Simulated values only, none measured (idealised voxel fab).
process module | voxel capacitor over wiring
cross-section cut | 270 nm wide | cells 5 nm
A cross-section is a grid of square cells, given in bands from the top down. A band is one or more rows of cells.
Each band's line starts with the height of the band's top and of its bottom, in nm. Then come its materials from left to right, each with its width in nm. One material with "throughout" fills the band from edge to edge. "air" is empty space.
Height 0 is the level under which the wafer as received is all one material. The lowest band goes on downwards, as in "0 down".
A width such as "30 to 40" changes by the same amount from each row of cells to the next, from the band's top row to its bottom row.
"no change" after a step means that no cell of the cross-section changed.
closed voids: empty space of 8 cells or more with no open way to the top, each as width x height at its distance from the left edge, in nm
after a step's settings: what the simulator itself notes on the step
overlay nm, on a step with a mask: how far to the right of its planned place the mask lay; to the left if negative
Each pair below shows a cross-section before one step and the cross-section after it, down to the lowest band that changed. The line under each pair gives the step between them, with its settings. The pairs can come from different runs of this module on the same starting wafer, so a pair continues from the pair above only where its "before" says so.
before
  0 down: Si throughout
  closed voids: none
after
  10 to 0: SiO2 throughout
  below 0: unchanged
  closed voids: none
the step between: op CONFORMAL_DEP | material SiO2 | thk nm 10
before: the cross-section after the pair above
after
  15 to 10: SiN throughout
  below 10: unchanged
  closed voids: none
the step between: op CONFORMAL_DEP | material SiN | thk nm 5
before: the cross-section after the pair above
after
  35 to 15: SiO2 throughout
  below 15: unchanged
  closed voids: none
the step between: op DIRECTIONAL_DEP | material SiO2 | thk nm 20
before: the cross-section after the pair above
after
  35 to 15: SiO2 80 | air 20 | SiO2 65 | air 20 | SiO2 85
  below 15: unchanged
  closed voids: none
the step between: op MASKED_ETCH | tone open | mask id METAL_1 | width nm 20 | pitch nm 85 | etch materials SiO2 | depth nm 20 | overlay nm 0
before: the cross-section after the pair above
after
  35 to 15: SiO2 80 | air 20 | SiO2 65 | air 20 | SiO2 85
  15 to 10: SiN 80 | air 20 | SiN 65 | air 20 | SiN 85
  below 10: unchanged
  closed voids: none
the step between: op MASKED_ETCH | tone open | mask id METAL_1 | width nm 20 | pitch nm 85 | etch materials SiN | depth nm 5 | overlay nm 0
before: the cross-section after the pair above
after
  40 to 35: TiN 85 | air 10 | TiN 75 | air 10 | TiN 90
  35 to 15: SiO2 80 | TiN 5 | air 10 | TiN 5 | SiO2 65 | TiN 5 | air 10 | TiN 5 | SiO2 85
  15 to 10: SiN 80 | TiN 20 | SiN 65 | TiN 20 | SiN 85
  below 10: unchanged
  closed voids: none
the step between: op CONFORMAL_DEP | material TiN | thk nm 5
before: the cross-section after the pair above
after
  50 to 40: Cu throughout
  40 to 35: TiN 85 | Cu 10 | TiN 75 | Cu 10 | TiN 90
  35 to 15: SiO2 80 | TiN 5 | Cu 10 | TiN 5 | SiO2 65 | TiN 5 | Cu 10 | TiN 5 | SiO2 85
  below 15: unchanged
  closed voids: none
the step between: op FILL_DEP | material Cu | thk nm 10
before: the cross-section after the pair above
after
  35 to 15: SiO2 80 | TiN 5 | Cu 10 | TiN 5 | SiO2 65 | TiN 5 | Cu 10 | TiN 5 | SiO2 85
  below 15: unchanged
  closed voids: none
the step between: op CMP | height nm 35
before: the cross-section after the pair above
after
  40 to 35: SiCN throughout
  below 35: unchanged
  closed voids: none
the step between: op CONFORMAL_DEP | material SiCN | thk nm 5
before: the cross-section after the pair above
after
  60 to 40: lowk throughout
  below 40: unchanged
  closed voids: none
the step between: op DIRECTIONAL_DEP | material lowk | thk nm 20
before: the cross-section after the pair above
after
  75 to 60: aC throughout
  below 60: unchanged
  closed voids: none
the step between: op DIRECTIONAL_DEP | material aC | thk nm 15
before: the cross-section after the pair above
after
  110 to 75: resist 85 | air 15 | resist 170
  below 75: unchanged
  closed voids: none
the step between: op PATTERN | tone open | mask id PLUG_1 | material resist | width nm 15 | thk nm 35 | overlay nm 0
before: the cross-section after the pair above
after
  95 to 75: resist 85 | air 15 | resist 170
  75 to 60: aC 85 | air 15 | aC 170
  below 60: unchanged
  closed voids: none
the step between: op DIRECTIONAL_ETCH | etch materials aC | depth nm 15
before: the cross-section after the pair above
after
  75 to 60: aC 85 | air 15 | aC 170
  below 60: unchanged
  closed voids: none
the step between: op STRIP | etch materials resist
before: the cross-section after the pair above
after
  75 to 60: aC 85 | air 15 | aC 170
  60 to 40: lowk 85 | air 15 | lowk 170
  below 40: unchanged
  closed voids: none
the step between: op DIRECTIONAL_ETCH | etch materials lowk | depth nm 20
before: the cross-section after the pair above
after
  75 to 60: aC 85 | air 15 | aC 170
  60 to 40: lowk 85 | air 15 | lowk 170
  40 to 35: SiCN 85 | air 15 | SiCN 170
  below 35: unchanged
  closed voids: none
the step between: op DIRECTIONAL_ETCH | etch materials SiCN | depth nm 5
before: the cross-section after the pair above
after
  60 to 40: lowk 85 | air 15 | lowk 170
  below 40: unchanged
  closed voids: none
the step between: op STRIP | etch materials aC
before: the cross-section after the pair above
after
  65 to 60: TiN 90 | air 5 | TiN 175
  60 to 40: lowk 85 | TiN 5 | air 5 | TiN 5 | lowk 170
  40 to 35: SiCN 85 | TiN 15 | SiCN 170
  below 35: unchanged
  closed voids: none
the step between: op CONFORMAL_DEP | material TiN | thk nm 5
before: the cross-section after the pair above
after
  70 to 65: Ru throughout
  65 to 60: TiN 90 | Ru 5 | TiN 175
  60 to 40: lowk 85 | TiN 5 | Ru 5 | TiN 5 | lowk 170
  below 40: unchanged
  closed voids: none
the step between: op FILL_DEP | material Ru | thk nm 5
before: the cross-section after the pair above
after
  60 to 40: lowk 85 | TiN 5 | Ru 5 | TiN 5 | lowk 170
  below 40: unchanged
  closed voids: none
the step between: op CMP | height nm 60
before: the cross-section after the pair above
after
  70 to 60: TiN throughout
  below 60: unchanged
  closed voids: none
the step between: op DIRECTIONAL_DEP | material TiN | thk nm 10
before: the cross-section after the pair above
after
  75 to 70: HfO2 throughout
  below 70: unchanged
  closed voids: none
the step between: op DIRECTIONAL_DEP | material HfO2 | thk nm 5
before: the cross-section after the pair above
after
  80 to 75: TiN throughout
  below 75: unchanged
  closed voids: none
the step between: op DIRECTIONAL_DEP | material TiN | thk nm 5
before: the cross-section after the pair above
after
  90 to 80: aC throughout
  below 80: unchanged
  closed voids: none
the step between: op DIRECTIONAL_DEP | material aC | thk nm 10
before: the cross-section after the pair above
after
  115 to 90: air 85 | resist 70 | air 115
  below 90: unchanged
  closed voids: none
the step between: op PATTERN | tone cover | mask id UPPER_PLATE | material resist | width nm 70 | thk nm 25 | overlay nm 0
before: the cross-section after the pair above
after
  105 to 90: air 85 | resist 70 | air 115
  90 to 80: air 85 | aC 70 | air 115
  below 80: unchanged
  closed voids: none
the step between: op DIRECTIONAL_ETCH | etch materials aC | depth nm 10
before: the cross-section after the pair above
after
  90 to 80: air 85 | aC 70 | air 115
  below 80: unchanged
  closed voids: none
the step between: op STRIP | etch materials resist
before: the cross-section after the pair above
after
  90 to 80: air 85 | aC 70 | air 115
  80 to 75: air 85 | TiN 70 | air 115
  below 75: unchanged
  closed voids: none
the step between: op DIRECTIONAL_ETCH | etch materials TiN | depth nm 5
before: the cross-section after the pair above
after
  90 to 80: air 85 | aC 70 | air 115
  80 to 75: air 85 | TiN 70 | air 115
  75 to 70: air 85 | HfO2 70 | air 115
  below 70: unchanged
  closed voids: none
the step between: op DIRECTIONAL_ETCH | etch materials HfO2 | depth nm 5
before: the cross-section after the pair above
after
  80 to 75: air 85 | TiN 70 | air 115
  below 75: unchanged
  closed voids: none
the step between: op STRIP | etch materials aC
before: the cross-section after the pair above
after
  95 to 85: air 85 | aC 70 | air 115
  85 to 80: aC throughout
  80 to 75: aC 85 | TiN 70 | aC 115
  75 to 70: aC 85 | HfO2 70 | aC 115
  below 70: unchanged
  closed voids: none
the step between: op DIRECTIONAL_DEP | material aC | thk nm 15
before: the cross-section after the pair above
after
  125 to 95: air 80 | resist 80 | air 110
  95 to 85: air 80 | resist 5 | aC 70 | resist 5 | air 110
  below 85: unchanged
  closed voids: none
the step between: op PATTERN | tone cover | mask id LOWER_PLATE | material resist | width nm 80 | thk nm 30 | overlay nm 0
before: the cross-section after the pair above
after
  110 to 95: air 80 | resist 80 | air 110
  95 to 85: air 80 | resist 5 | aC 70 | resist 5 | air 110
  85 to 80: air 80 | aC 80 | air 110
  80 to 75: air 80 | aC 5 | TiN 70 | aC 5 | air 110
  75 to 70: air 80 | aC 5 | HfO2 70 | aC 5 | air 110
  below 70: unchanged
  closed voids: none
the step between: op DIRECTIONAL_ETCH | etch materials aC | depth nm 15
before: the cross-section after the pair above
after
  95 to 85: air 85 | aC 70 | air 115
  below 85: unchanged
  closed voids: none
the step between: op STRIP | etch materials resist
before: the cross-section after the pair above
after
  95 to 85: air 85 | aC 70 | air 115
  85 to 80: air 80 | aC 80 | air 110
  80 to 75: air 80 | aC 5 | TiN 70 | aC 5 | air 110
  75 to 70: air 80 | aC 5 | HfO2 70 | aC 5 | air 110
  70 to 60: air 80 | TiN 80 | air 110
  below 60: unchanged
  closed voids: none
the step between: op DIRECTIONAL_ETCH | etch materials TiN | depth nm 10
before: the cross-section after the pair above
after
  80 to 75: air 85 | TiN 70 | air 115
  75 to 70: air 85 | HfO2 70 | air 115
  below 70: unchanged
  closed voids: none
the step between: op STRIP | etch materials aC
before: the cross-section after the pair above
after
  100 to 80: SiO2 throughout
  80 to 75: SiO2 85 | TiN 70 | SiO2 115
  75 to 70: SiO2 85 | HfO2 70 | SiO2 115
  70 to 60: SiO2 80 | TiN 80 | SiO2 110
  below 60: unchanged
  closed voids: none
the step between: op FILL_DEP | material SiO2 | thk nm 20
before: the cross-section after the pair above
after
  95 to 80: SiO2 throughout
  below 80: unchanged
  closed voids: none
the step between: op CMP | height nm 95
before: the cross-section after the pair above
after
  110 to 95: resist 95 | air 15 | resist 160
  below 95: unchanged
  closed voids: none
the step between: op PATTERN | tone open | mask id PLUG_2 | material resist | width nm 15 | thk nm 15 | overlay nm 0
before: the cross-section after the pair above
after
  110 to 95: resist 95 | air 15 | resist 160
  95 to 80: SiO2 95 | air 15 | SiO2 160
  below 80: unchanged
  closed voids: none
the step between: op DIRECTIONAL_ETCH | etch materials SiO2 | depth nm 15
before: the cross-section after the pair above
after
  95 to 80: SiO2 95 | air 15 | SiO2 160
  below 80: unchanged
  closed voids: none
the step between: op STRIP | etch materials resist
before: the cross-section after the pair above
after
  100 to 95: TiN 100 | air 5 | TiN 165
  95 to 85: SiO2 95 | TiN 5 | air 5 | TiN 5 | SiO2 160
  85 to 75: SiO2 95 to 85 | TiN 15 to 70 | SiO2 160 to 115
  below 75: unchanged
  closed voids: none
the step between: op CONFORMAL_DEP | material TiN | thk nm 5
before: the cross-section after the pair above
after
  110 to 100: Cu throughout
  100 to 95: TiN 100 | Cu 5 | TiN 165
  95 to 85: SiO2 95 | TiN 5 | Cu 5 | TiN 5 | SiO2 160
  below 85: unchanged
  closed voids: none
the step between: op FILL_DEP | material Cu | thk nm 10
before: the cross-section after the pair above
after
  95 to 85: SiO2 95 | TiN 5 | Cu 5 | TiN 5 | SiO2 160
  below 85: unchanged
  closed voids: none
the step between: op CMP | height nm 95
before: the cross-section after the pair above
after
  100 to 95: SiCN throughout
  below 95: unchanged
  closed voids: none
the step between: op CONFORMAL_DEP | material SiCN | thk nm 5
before
  0 down: Si throughout
  closed voids: none
after
  5 to 0: SiN throughout
  below 0: unchanged
  closed voids: none
the step between: op CONFORMAL_DEP | material SiN | thk nm 5
before: the cross-section after the pair above
after
  25 to 5: SiO2 throughout
  below 5: unchanged
  closed voids: none
the step between: op DIRECTIONAL_DEP | material SiO2 | thk nm 20
before: the cross-section after the pair above
after
  25 to 5: SiO2 80 | air 20 | SiO2 65 | air 20 | SiO2 85
  below 5: unchanged
  closed voids: none
the step between: op MASKED_ETCH | tone open | mask id METAL_1 | width nm 20 | pitch nm 85 | etch materials SiO2 | depth nm 20 | overlay nm 0
before: the cross-section after the pair above
after
  25 to 5: SiO2 80 | air 20 | SiO2 65 | air 20 | SiO2 85
  5 to 0: SiN 80 | air 20 | SiN 65 | air 20 | SiN 85
  below 0: unchanged
  closed voids: none
the step between: op MASKED_ETCH | tone open | mask id METAL_1 | width nm 20 | pitch nm 85 | etch materials SiN | depth nm 5 | overlay nm 0
before: the cross-section after the pair above
after
  30 to 25: TiN 85 | air 10 | TiN 75 | air 10 | TiN 90
  25 to 5: SiO2 80 | TiN 5 | air 10 | TiN 5 | SiO2 65 | TiN 5 | air 10 | TiN 5 | SiO2 85
  5 to 0: SiN 80 | TiN 20 | SiN 65 | TiN 20 | SiN 85
  below 0: unchanged
  closed voids: none
the step between: op CONFORMAL_DEP | material TiN | thk nm 5
before: the cross-section after the pair above
after
  40 to 30: Cu throughout
  30 to 25: TiN 85 | Cu 10 | TiN 75 | Cu 10 | TiN 90
  25 to 5: SiO2 80 | TiN 5 | Cu 10 | TiN 5 | SiO2 65 | TiN 5 | Cu 10 | TiN 5 | SiO2 85
  below 5: unchanged
  closed voids: none
the step between: op FILL_DEP | material Cu | thk nm 10
before: the cross-section after the pair above
after
  35 to 30: Cu throughout
  below 30: unchanged
  closed voids: none
the step between: op CMP | height nm 35
before: the cross-section after the pair above
after
  40 to 35: SiCN throughout
  below 35: unchanged
  closed voids: none
the step between: op CONFORMAL_DEP | material SiCN | thk nm 5
before: the cross-section after the pair above
after
  60 to 40: lowk throughout
  below 40: unchanged
  closed voids: none
the step between: op DIRECTIONAL_DEP | material lowk | thk nm 20
before: the cross-section after the pair above
after
  75 to 60: aC throughout
  below 60: unchanged
  closed voids: none
the step between: op DIRECTIONAL_DEP | material aC | thk nm 15
before: the cross-section after the pair above
after
  110 to 75: resist 85 | air 15 | resist 170
  below 75: unchanged
  closed voids: none
the step between: op PATTERN | tone open | mask id PLUG_1 | material resist | width nm 15 | thk nm 35 | overlay nm 0
before: the cross-section after the pair above
after
  95 to 75: resist 85 | air 15 | resist 170
  75 to 60: aC 85 | air 15 | aC 170
  below 60: unchanged
  closed voids: none
the step between: op DIRECTIONAL_ETCH | etch materials aC | depth nm 15
before: the cross-section after the pair above
after
  75 to 60: aC 85 | air 15 | aC 170
  below 60: unchanged
  closed voids: none
the step between: op STRIP | etch materials resist
before: the cross-section after the pair above
after
  75 to 60: aC 85 | air 15 | aC 170
  60 to 40: lowk 85 | air 15 | lowk 170
  below 40: unchanged
  closed voids: none
the step between: op DIRECTIONAL_ETCH | etch materials lowk | depth nm 20
before: the cross-section after the pair above
after
  75 to 60: aC 85 | air 15 | aC 170
  60 to 40: lowk 85 | air 15 | lowk 170
  40 to 35: SiCN 85 | air 15 | SiCN 170
  below 35: unchanged
  closed voids: none
the step between: op DIRECTIONAL_ETCH | etch materials SiCN | depth nm 5
before: the cross-section after the pair above
after
  60 to 40: lowk 85 | air 15 | lowk 170
  below 40: unchanged
  closed voids: none
the step between: op STRIP | etch materials aC
before: the cross-section after the pair above
after
  65 to 60: TiN 90 | air 5 | TiN 175
  60 to 40: lowk 85 | TiN 5 | air 5 | TiN 5 | lowk 170
  40 to 35: SiCN 85 | TiN 15 | SiCN 170
  below 35: unchanged
  closed voids: none
the step between: op CONFORMAL_DEP | material TiN | thk nm 5
before: the cross-section after the pair above
after
  70 to 65: Ru throughout
  65 to 60: TiN 90 | Ru 5 | TiN 175
  60 to 40: lowk 85 | TiN 5 | Ru 5 | TiN 5 | lowk 170
  below 40: unchanged
  closed voids: none
the step between: op FILL_DEP | material Ru | thk nm 5
before: the cross-section after the pair above
after
  60 to 40: lowk 85 | TiN 5 | Ru 5 | TiN 5 | lowk 170
  below 40: unchanged
  closed voids: none
the step between: op CMP | height nm 60
before: the cross-section after the pair above
after
  70 to 60: TiN throughout
  below 60: unchanged
  closed voids: none
the step between: op DIRECTIONAL_DEP | material TiN | thk nm 10
before: the cross-section after the pair above
after
  75 to 70: HfO2 throughout
  below 70: unchanged
  closed voids: none
the step between: op DIRECTIONAL_DEP | material HfO2 | thk nm 5
before: the cross-section after the pair above
after
  80 to 75: TiN throughout
  below 75: unchanged
  closed voids: none
the step between: op DIRECTIONAL_DEP | material TiN | thk nm 5
before: the cross-section after the pair above
after
  90 to 80: aC throughout
  below 80: unchanged
  closed voids: none
the step between: op DIRECTIONAL_DEP | material aC | thk nm 10
before: the cross-section after the pair above
after
  115 to 90: air 85 | resist 70 | air 115
  below 90: unchanged
  closed voids: none
the step between: op PATTERN | tone cover | mask id UPPER_PLATE | material resist | width nm 70 | thk nm 25 | overlay nm 0
before: the cross-section after the pair above
after
  105 to 90: air 85 | resist 70 | air 115
  90 to 80: air 85 | aC 70 | air 115
  below 80: unchanged
  closed voids: none
the step between: op DIRECTIONAL_ETCH | etch materials aC | depth nm 10
before: the cross-section after the pair above
after
  90 to 80: air 85 | aC 70 | air 115
  below 80: unchanged
  closed voids: none
the step between: op STRIP | etch materials resist
before: the cross-section after the pair above
after
  90 to 80: air 85 | aC 70 | air 115
  80 to 75: air 85 | TiN 70 | air 115
  below 75: unchanged
  closed voids: none
the step between: op DIRECTIONAL_ETCH | etch materials TiN | depth nm 5
before: the cross-section after the pair above
after
  90 to 80: air 85 | aC 70 | air 115
  80 to 75: air 85 | TiN 70 | air 115
  75 to 70: air 85 | HfO2 70 | air 115
  below 70: unchanged
  closed voids: none
the step between: op DIRECTIONAL_ETCH | etch materials HfO2 | depth nm 5
before: the cross-section after the pair above
after
  80 to 75: air 85 | TiN 70 | air 115
  below 75: unchanged
  closed voids: none
the step between: op STRIP | etch materials aC
before: the cross-section after the pair above
after
  95 to 85: air 85 | aC 70 | air 115
  85 to 80: aC throughout
  80 to 75: aC 85 | TiN 70 | aC 115
  75 to 70: aC 85 | HfO2 70 | aC 115
  below 70: unchanged
  closed voids: none
the step between: op DIRECTIONAL_DEP | material aC | thk nm 15
before: the cross-section after the pair above
after
  125 to 95: air 80 | resist 80 | air 110
  95 to 85: air 80 | resist 5 | aC 70 | resist 5 | air 110
  below 85: unchanged
  closed voids: none
the step between: op PATTERN | tone cover | mask id LOWER_PLATE | material resist | width nm 80 | thk nm 30 | overlay nm 0
before: the cross-section after the pair above
after
  110 to 95: air 80 | resist 80 | air 110
  95 to 85: air 80 | resist 5 | aC 70 | resist 5 | air 110
  85 to 80: air 80 | aC 80 | air 110
  80 to 75: air 80 | aC 5 | TiN 70 | aC 5 | air 110
  75 to 70: air 80 | aC 5 | HfO2 70 | aC 5 | air 110
  below 70: unchanged
  closed voids: none
the step between: op DIRECTIONAL_ETCH | etch materials aC | depth nm 15
before: the cross-section after the pair above
after
  95 to 85: air 85 | aC 70 | air 115
  below 85: unchanged
  closed voids: none
the step between: op STRIP | etch materials resist
before: the cross-section after the pair above
after
  95 to 85: air 85 | aC 70 | air 115
  85 to 80: air 80 | aC 80 | air 110
  80 to 75: air 80 | aC 5 | TiN 70 | aC 5 | air 110
  75 to 70: air 80 | aC 5 | HfO2 70 | aC 5 | air 110
  70 to 60: air 80 | TiN 80 | air 110
  below 60: unchanged
  closed voids: none
the step between: op DIRECTIONAL_ETCH | etch materials TiN | depth nm 10
before: the cross-section after the pair above
after
  80 to 75: air 85 | TiN 70 | air 115
  75 to 70: air 85 | HfO2 70 | air 115
  below 70: unchanged
  closed voids: none
the step between: op STRIP | etch materials aC
before: the cross-section after the pair above
after
  100 to 80: SiO2 throughout
  80 to 75: SiO2 85 | TiN 70 | SiO2 115
  75 to 70: SiO2 85 | HfO2 70 | SiO2 115
  70 to 60: SiO2 80 | TiN 80 | SiO2 110
  below 60: unchanged
  closed voids: none
the step between: op FILL_DEP | material SiO2 | thk nm 20
before: the cross-section after the pair above
after
  95 to 80: SiO2 throughout
  below 80: unchanged
  closed voids: none
the step between: op CMP | height nm 95
before: the cross-section after the pair above
after
  110 to 95: resist 95 | air 15 | resist 160
  below 95: unchanged
  closed voids: none
the step between: op PATTERN | tone open | mask id PLUG_2 | material resist | width nm 15 | thk nm 15 | overlay nm 0
before: the cross-section after the pair above
after
  110 to 95: resist 95 | air 15 | resist 160
  95 to 80: SiO2 95 | air 15 | SiO2 160
  below 80: unchanged
  closed voids: none
the step between: op DIRECTIONAL_ETCH | etch materials SiO2 | depth nm 15
before: the cross-section after the pair above
after
  95 to 80: SiO2 95 | air 15 | SiO2 160
  below 80: unchanged
  closed voids: none
the step between: op STRIP | etch materials resist
before: the cross-section after the pair above
after
  100 to 95: TiN 100 | air 5 | TiN 165
  95 to 85: SiO2 95 | TiN 5 | air 5 | TiN 5 | SiO2 160
  85 to 75: SiO2 95 to 85 | TiN 15 to 70 | SiO2 160 to 115
  below 75: unchanged
  closed voids: none
the step between: op CONFORMAL_DEP | material TiN | thk nm 5
before: the cross-section after the pair above
after
  110 to 100: Cu throughout
  100 to 95: TiN 100 | Cu 5 | TiN 165
  95 to 85: SiO2 95 | TiN 5 | Cu 5 | TiN 5 | SiO2 160
  below 85: unchanged
  closed voids: none
the step between: op FILL_DEP | material Cu | thk nm 10
before: the cross-section after the pair above
after
  95 to 85: SiO2 95 | TiN 5 | Cu 5 | TiN 5 | SiO2 160
  below 85: unchanged
  closed voids: none
the step between: op CMP | height nm 95
before: the cross-section after the pair above
after
  100 to 95: SiCN throughout
  below 95: unchanged
  closed voids: none
the step between: op CONFORMAL_DEP | material SiCN | thk nm 5
before
  5 to 0: SiN throughout
  0 down: Si throughout
  closed voids: none
after
  15 to 5: SiO2 throughout
  below 5: unchanged
  closed voids: none
the step between: op CONFORMAL_DEP | material SiO2 | thk nm 10
before: the cross-section after the pair above
after
  35 to 5: SiO2 throughout
  below 5: unchanged
  closed voids: none
the step between: op DIRECTIONAL_DEP | material SiO2 | thk nm 20
before: the cross-section after the pair above
after
  35 to 15: SiO2 80 | air 20 | SiO2 65 | air 20 | SiO2 85
  below 15: unchanged
  closed voids: none
the step between: op MASKED_ETCH | tone open | mask id METAL_1 | width nm 20 | pitch nm 85 | etch materials SiO2 | depth nm 20 | overlay nm 0
before: the cross-section after the pair above
after
  40 to 35: TiN 85 | air 10 | TiN 75 | air 10 | TiN 90
  35 to 20: SiO2 80 | TiN 5 | air 10 | TiN 5 | SiO2 65 | TiN 5 | air 10 | TiN 5 | SiO2 85
  20 to 15: SiO2 80 | TiN 20 | SiO2 65 | TiN 20 | SiO2 85
  below 15: unchanged
  closed voids: none
the step between: op CONFORMAL_DEP | material TiN | thk nm 5
before: the cross-section after the pair above
after
  50 to 40: Cu throughout
  40 to 35: TiN 85 | Cu 10 | TiN 75 | Cu 10 | TiN 90
  35 to 20: SiO2 80 | TiN 5 | Cu 10 | TiN 5 | SiO2 65 | TiN 5 | Cu 10 | TiN 5 | SiO2 85
  below 20: unchanged
  closed voids: none
the step between: op FILL_DEP | material Cu | thk nm 10
before: the cross-section after the pair above
after
  35 to 20: SiO2 80 | TiN 5 | Cu 10 | TiN 5 | SiO2 65 | TiN 5 | Cu 10 | TiN 5 | SiO2 85
  below 20: unchanged
  closed voids: none
the step between: op CMP | height nm 35
before: the cross-section after the pair above
after
  40 to 35: SiCN throughout
  below 35: unchanged
  closed voids: none
the step between: op CONFORMAL_DEP | material SiCN | thk nm 5
before: the cross-section after the pair above
after
  60 to 40: lowk throughout
  below 40: unchanged
  closed voids: none
the step between: op DIRECTIONAL_DEP | material lowk | thk nm 20
before: the cross-section after the pair above
after
  75 to 60: aC throughout
  below 60: unchanged
  closed voids: none
the step between: op DIRECTIONAL_DEP | material aC | thk nm 15
before: the cross-section after the pair above
after
  110 to 75: resist 85 | air 15 | resist 170
  below 75: unchanged
  closed voids: none
the step between: op PATTERN | tone open | mask id PLUG_1 | material resist | width nm 15 | thk nm 35 | overlay nm 0
before: the cross-section after the pair above
after
  95 to 75: resist 85 | air 15 | resist 170
  75 to 60: aC 85 | air 15 | aC 170
  below 60: unchanged
  closed voids: none
the step between: op DIRECTIONAL_ETCH | etch materials aC | depth nm 15
before: the cross-section after the pair above
after
  75 to 60: aC 85 | air 15 | aC 170
  below 60: unchanged
  closed voids: none
the step between: op STRIP | etch materials resist
before: the cross-section after the pair above
after
  75 to 60: aC 85 | air 15 | aC 170
  60 to 40: lowk 85 | air 15 | lowk 170
  below 40: unchanged
  closed voids: none
the step between: op DIRECTIONAL_ETCH | etch materials lowk | depth nm 20
before: the cross-section after the pair above
after
  75 to 60: aC 85 | air 15 | aC 170
  60 to 40: lowk 85 | air 15 | lowk 170
  40 to 35: SiCN 85 | air 15 | SiCN 170
  below 35: unchanged
  closed voids: none
the step between: op DIRECTIONAL_ETCH | etch materials SiCN | depth nm 5
before: the cross-section after the pair above
after
  60 to 40: lowk 85 | air 15 | lowk 170
  below 40: unchanged
  closed voids: none
the step between: op STRIP | etch materials aC
before: the cross-section after the pair above
after
  65 to 60: TiN 90 | air 5 | TiN 175
  60 to 40: lowk 85 | TiN 5 | air 5 | TiN 5 | lowk 170
  40 to 35: SiCN 85 | TiN 15 | SiCN 170
  below 35: unchanged
  closed voids: none
the step between: op CONFORMAL_DEP | material TiN | thk nm 5
before: the cross-section after the pair above
after
  70 to 65: Ru throughout
  65 to 60: TiN 90 | Ru 5 | TiN 175
  60 to 40: lowk 85 | TiN 5 | Ru 5 | TiN 5 | lowk 170
  below 40: unchanged
  closed voids: none
the step between: op FILL_DEP | material Ru | thk nm 5
before: the cross-section after the pair above
after
  60 to 40: lowk 85 | TiN 5 | Ru 5 | TiN 5 | lowk 170
  below 40: unchanged
  closed voids: none
the step between: op CMP | height nm 60
before: the cross-section after the pair above
after
  70 to 60: TiN throughout
  below 60: unchanged
  closed voids: none
the step between: op DIRECTIONAL_DEP | material TiN | thk nm 10
before: the cross-section after the pair above
after
  75 to 70: HfO2 throughout
  below 70: unchanged
  closed voids: none
the step between: op DIRECTIONAL_DEP | material HfO2 | thk nm 5
before: the cross-section after the pair above
after
  80 to 75: TiN throughout
  below 75: unchanged
  closed voids: none
the step between: op DIRECTIONAL_DEP | material TiN | thk nm 5
before: the cross-section after the pair above
after
  90 to 80: aC throughout
  below 80: unchanged
  closed voids: none
the step between: op DIRECTIONAL_DEP | material aC | thk nm 10
before: the cross-section after the pair above
after
  115 to 90: air 85 | resist 70 | air 115
  below 90: unchanged
  closed voids: none
the step between: op PATTERN | tone cover | mask id UPPER_PLATE | material resist | width nm 70 | thk nm 25 | overlay nm 0
before: the cross-section after the pair above
after
  105 to 90: air 85 | resist 70 | air 115
  90 to 80: air 85 | aC 70 | air 115
  below 80: unchanged
  closed voids: none
the step between: op DIRECTIONAL_ETCH | etch materials aC | depth nm 10
before: the cross-section after the pair above
after
  90 to 80: air 85 | aC 70 | air 115
  below 80: unchanged
  closed voids: none
the step between: op STRIP | etch materials resist
before: the cross-section after the pair above
after
  90 to 80: air 85 | aC 70 | air 115
  80 to 75: air 85 | TiN 70 | air 115
  below 75: unchanged
  closed voids: none
the step between: op DIRECTIONAL_ETCH | etch materials TiN | depth nm 5
before: the cross-section after the pair above
after
  90 to 80: air 85 | aC 70 | air 115
  80 to 75: air 85 | TiN 70 | air 115
  75 to 70: air 85 | HfO2 70 | air 115
  below 70: unchanged
  closed voids: none
the step between: op DIRECTIONAL_ETCH | etch materials HfO2 | depth nm 5
before: the cross-section after the pair above
after
  80 to 75: air 85 | TiN 70 | air 115
  below 75: unchanged
  closed voids: none
the step between: op STRIP | etch materials aC
before: the cross-section after the pair above
after
  95 to 85: air 85 | aC 70 | air 115
  85 to 80: aC throughout
  80 to 75: aC 85 | TiN 70 | aC 115
  75 to 70: aC 85 | HfO2 70 | aC 115
  below 70: unchanged
  closed voids: none
the step between: op DIRECTIONAL_DEP | material aC | thk nm 15
before: the cross-section after the pair above
after
  125 to 95: air 80 | resist 80 | air 110
  95 to 85: air 80 | resist 5 | aC 70 | resist 5 | air 110
  below 85: unchanged
  closed voids: none
the step between: op PATTERN | tone cover | mask id LOWER_PLATE | material resist | width nm 80 | thk nm 30 | overlay nm 0
before: the cross-section after the pair above
after
  110 to 95: air 80 | resist 80 | air 110
  95 to 85: air 80 | resist 5 | aC 70 | resist 5 | air 110
  85 to 80: air 80 | aC 80 | air 110
  80 to 75: air 80 | aC 5 | TiN 70 | aC 5 | air 110
  75 to 70: air 80 | aC 5 | HfO2 70 | aC 5 | air 110
  below 70: unchanged
  closed voids: none
the step between: op DIRECTIONAL_ETCH | etch materials aC | depth nm 15
before: the cross-section after the pair above
after
  95 to 85: air 85 | aC 70 | air 115
  below 85: unchanged
  closed voids: none
the step between: op STRIP | etch materials resist
before: the cross-section after the pair above
after
  95 to 85: air 85 | aC 70 | air 115
  85 to 80: air 80 | aC 80 | air 110
  80 to 75: air 80 | aC 5 | TiN 70 | aC 5 | air 110
  75 to 70: air 80 | aC 5 | HfO2 70 | aC 5 | air 110
  70 to 60: air 80 | TiN 80 | air 110
  below 60: unchanged
  closed voids: none
the step between: op DIRECTIONAL_ETCH | etch materials TiN | depth nm 10
before: the cross-section after the pair above
after
  80 to 75: air 85 | TiN 70 | air 115
  75 to 70: air 85 | HfO2 70 | air 115
  below 70: unchanged
  closed voids: none
the step between: op STRIP | etch materials aC
before: the cross-section after the pair above
after
  100 to 80: SiO2 throughout
  80 to 75: SiO2 85 | TiN 70 | SiO2 115
  75 to 70: SiO2 85 | HfO2 70 | SiO2 115
  70 to 60: SiO2 80 | TiN 80 | SiO2 110
  below 60: unchanged
  closed voids: none
the step between: op FILL_DEP | material SiO2 | thk nm 20
before: the cross-section after the pair above
after
  95 to 80: SiO2 throughout
  below 80: unchanged
  closed voids: none
the step between: op CMP | height nm 95
before: the cross-section after the pair above
after
  110 to 95: resist 95 | air 15 | resist 160
  below 95: unchanged
  closed voids: none
the step between: op PATTERN | tone open | mask id PLUG_2 | material resist | width nm 15 | thk nm 15 | overlay nm 0
before: the cross-section after the pair above
after
  110 to 95: resist 95 | air 15 | resist 160
  95 to 80: SiO2 95 | air 15 | SiO2 160
  below 80: unchanged
  closed voids: none
the step between: op DIRECTIONAL_ETCH | etch materials SiO2 | depth nm 15
before: the cross-section after the pair above
after
  95 to 80: SiO2 95 | air 15 | SiO2 160
  below 80: unchanged
  closed voids: none
the step between: op STRIP | etch materials resist
before: the cross-section after the pair above
after
  100 to 95: TiN 100 | air 5 | TiN 165
  95 to 85: SiO2 95 | TiN 5 | air 5 | TiN 5 | SiO2 160
  85 to 75: SiO2 95 to 85 | TiN 15 to 70 | SiO2 160 to 115
  below 75: unchanged
  closed voids: none
the step between: op CONFORMAL_DEP | material TiN | thk nm 5
